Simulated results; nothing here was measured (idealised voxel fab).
Herein follows the process module entitled voxel self aligned vias.
The figure presents cross-section cut, which has a width of 275 nm and is divided into square cells with an edge length of 5 nm.
We lay out every cross-section as a grid of square cells and spell it out in bands from the top down, where one band means one or more rows of cells.
Look at the band entry: it leads with the top's height and the bottom's height in nm. Then it lists the materials left to right, with a width in nm for each. The word "throughout" on a single material says that material fills the band edge to edge. The word "blank" is empty space.
Measure heights from 0. That's the level where, below it, the as-received wafer is all one material. The lowest band is bottomless and extends downward; write it as in "z 0 and below".
Read "30..40" as a graded width: first number on top, second number at the bottom, same change between each pair of neighbouring rows.
Key: "no change" - step with no changed cell in the cross-section.
The entry titled "Cavities, closed" provides the empty spaces that have no open way to the top, restricted to those of 8 cells or more. Each is presented as width x height at distance, the distance being measured from the left edge, with all three in nm.
On a step's line, text after the settings is the simulator commenting on that step.
Regarding "overlay nm": on a step with a mask, it is the distance the mask lay to the right of its planned place; a negative value places it to the left.

# Planned step list for the process
1 RECEIVE: material Si
2 CONFORMAL_DEP: material SiO2, thk nm 10
3 CONFORMAL_DEP: material SiCN, thk nm 5
4 DIRECTIONAL_DEP: material SiO2, thk nm 20
5 PATTERN: tone open, mask id LINES, material resist, width nm 20, pitch nm 65, thk nm 15, overlay nm 0
6 DIRECTIONAL_ETCH: etch materials SiO2, depth nm 20
7 STRIP: etch materials resist
8 CONFORMAL_DEP: material TiN, thk nm 5
9 FILL_DEP: material W, thk nm 5
10 CMP: height nm 35
11 SELECTIVE_ETCH: etch materials W Ru TiN, depth nm 10
12 FILL_DEP: material SiN, thk nm 5
13 CMP: height nm 35
14 DIRECTIONAL_DEP: material SiO2, thk nm 15
15 MASKED_ETCH: tone open, mask id VIAS, width nm 40, pitch nm 65, etch materials SiO2, depth nm 15, overlay nm 0
16 MASKED_ETCH: tone open, mask id VIAS, width nm 40, pitch nm 65, etch materials SiN, depth nm 10, overlay nm 0
17 CONFORMAL_DEP: material TiN, thk nm 5
18 FILL_DEP: material Ru, thk nm 10
19 CMP: height nm 50
20 CONFORMAL_DEP: material SiN, thk nm 5

# Here's what the wafer looked like in cross-section when it arrived - that's after step 1
    z 0 and below: Si throughout
    Cavities, closed: none

# Here's the wafer cut in cross-section after the module, started and planned just like above, except one thing was done wrong in the run
    z 55 to 50: SiN throughout
    z 50 to 30: SiO2 50 nm / TiN 5 nm / Ru 30 nm / TiN 5 nm / SiO2 25 nm / TiN 5 nm / Ru 30 nm / TiN 5 nm / SiO2 25 nm / TiN 5 nm / Ru 30 nm / TiN 5 nm / SiO2 55 nm
    z 30 to 25: SiO2 50 nm / TiN 40 nm / SiO2 25 nm / TiN 40 nm / SiO2 25 nm / TiN 40 nm / SiO2 55 nm
    z 25 to 20: SiO2 50 nm / TiN 15 nm / W 10 nm / TiN 15 nm / SiO2 25 nm / TiN 15 nm / W 10 nm / TiN 15 nm / SiO2 25 nm / TiN 15 nm / W 10 nm / TiN 15 nm / SiO2 55 nm
    z 20 to 15: SiO2 60 nm / TiN 20 nm / SiO2 45 nm / TiN 20 nm / SiO2 45 nm / TiN 20 nm / SiO2 65 nm
    z 15 to 10: SiCN throughout
    z 10 to 0: SiO2 throughout
    z 0 and below: Si throughout
    Cavities, closed: none
Misprocessing identified: step 15 in the plan was executed twice
